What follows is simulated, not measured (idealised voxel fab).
process module | voxel lift off
cross-section cut | 285 nm wide | cells 5 nm
A cross-section is a grid of square cells, given in bands from the top down. A band is one or more rows of cells.
Each band's line starts with the height of the band's top and of its bottom, in nm. Then come its materials from left to right, each with its width in nm. One material with "throughout" fills the band from edge to edge. "air" is empty space.
Height 0 is the level under which the wafer as received is all one material. The lowest band goes on downwards, as in "0 down".
A width such as "30 to 40" changes by the same amount from each row of cells to the next, from the band's top row to its bottom row.
"no change" after a step means that no cell of the cross-section changed.
closed voids: empty space of 8 cells or more with no open way to the top, each as width x height at its distance from the left edge, in nm
after a step's settings: what the simulator itself notes on the step
overlay nm, on a step with a mask: how far to the right of its planned place the mask lay; to the left if negative
plan
1 op RECEIVE | material Si
2 op CONFORMAL_DEP | material Al2O3 | thk nm 5
3 op PATTERN | tone open | mask id LINES | material resist | width nm 15 | pitch nm 40 | thk nm 25 | overlay nm 0
4 op DIRECTIONAL_DEP | material Ru | thk nm 15
5 op STRIP | etch materials resist
6 op CONFORMAL_DEP | material SiN | thk nm 5
as received, after step 1
  0 down: Si throughout
  closed voids: none
a wafer at the end: this start, this plan, one mistake
  25 to 20: air 70 | SiN 25 | air 15 | SiN 25 | air 15 | SiN 25 | air 15 | SiN 25 | air 70
  20 to 10: air 70 | SiN 5 | Al2O3 15 | SiN 5 | air 15 | SiN 5 | Al2O3 15 | SiN 5 | air 15 | SiN 5 | Al2O3 15 | SiN 5 | air 15 | SiN 5 | Al2O3 15 | SiN 5 | air 70
  10 to 5: SiN 75 | Al2O3 15 | SiN 25 | Al2O3 15 | SiN 25 | Al2O3 15 | SiN 25 | Al2O3 15 | SiN 75
  5 to 0: Al2O3 throughout
  0 down: Si throughout
  closed voids: none
what went wrong: step 4 ran as: op DIRECTIONAL_DEP | material Al2O3 | thk nm 15
